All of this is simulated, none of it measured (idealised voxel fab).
Documented hereafter: the process module known as voxel ribs on slabs.
The cross-section on display is named cut; it measures 275 nm wide, and its cells are 5 nm squares.
A cross-section in this document is a grid of square cells, and it is written down as bands, the top band listed before the ones below it; a band is made up of one or more rows of cells. This entry defines a band. It first specifies the height of the band's top and the height of its bottom in nm, and then specifies the band's materials from left to right, stating each material with its width in nm. The word "full width" identifies a single material that fills the band from edge to edge, while the word "air" identifies empty space. Heights are measured from 0, the level below which the as-received wafer is all one material; the lowest band has no bottom and continues downward, written as in "0..down". So if you see something like "30 to 40" for the width, read it as the top row of the band sitting at the first number and the bottom row at the second, with every row in between moving by the same amount as the last. Where the words "nothing different" appear for a step, the cross-section shows no cell changed by that step; every cell remained as before. What "Sealed internal voids" gives you is every empty space of 8 cells or more that is cut off from the top. Each appears as width x height at distance, with the distance taken from the left edge and width, height and distance all in nm. Step line, after settings: the simulator's comment on this step. "overlay nm" answers the question of how far to the right of plan the mask lay on a step that has a mask, and when it is negative the answer is to the left.

Set out below are the planned steps of the process:
1 RECEIVE, material Si
2 DIRECTIONAL_DEP, material SiO2, thk nm 30
3 DIRECTIONAL_DEP, material SiN, thk nm 20
4 DIRECTIONAL_DEP, material aC, thk nm 15
5 PATTERN, tone cover, mask id RIB, material resist, width nm 30, thk nm 35, overlay nm 0
6 DIRECTIONAL_ETCH, etch materials aC, depth nm 15
7 STRIP, etch materials resist
8 DIRECTIONAL_ETCH, etch materials SiN, depth nm 5
9 STRIP, etch materials aC
10 DIRECTIONAL_DEP, material aC, thk nm 10
11 PATTERN, tone cover, mask id SLAB, material resist, width nm 70, thk nm 30, overlay nm 0
12 DIRECTIONAL_ETCH, etch materials aC, depth nm 10
13 STRIP, etch materials resist
14 DIRECTIONAL_ETCH, etch materials SiN, depth nm 15
15 STRIP, etch materials aC
16 FILL_DEP, material SiO2, thk nm 25
17 CMP, height nm 65
18 DIRECTIONAL_DEP, material TiN, thk nm 5
19 PATTERN, tone cover, mask id HEATER, material resist, width nm 40, thk nm 20, overlay nm 0
20 DIRECTIONAL_ETCH, etch materials TiN, depth nm 5
21 STRIP, etch materials resist
22 CONFORMAL_DEP, material SiO2, thk nm 10
Heads up: all these wafers start the same, and what changes between them is the width nm in step 11. The value you see in the plan is just what the first wafer got.

Incoming state of the first of several wafers in cross-section: after step 1:
  0..down = Si full width
  Sealed internal voids: none

Tabulated below, wafer by wafer, are the end-of-module results: for each material, the number of cells gained (+) or lost (-) relative to the as-received state, followed by the closed voids:
width nm 70 | +48 SiN | +781 SiO2 | +8 TiN | Sealed internal voids: none
width nm 75 | +51 SiN | +778 SiO2 | +8 TiN | Sealed internal voids: none
width nm 80 | +54 SiN | +775 SiO2 | +8 TiN | Sealed internal voids: none
width nm 85 | +57 SiN | +772 SiO2 | +8 TiN | Sealed internal voids: none
width nm 90 | +60 SiN | +769 SiO2 | +8 TiN | Sealed internal voids: none
width nm 95 | +63 SiN | +766 SiO2 | +8 TiN | Sealed internal voids: none
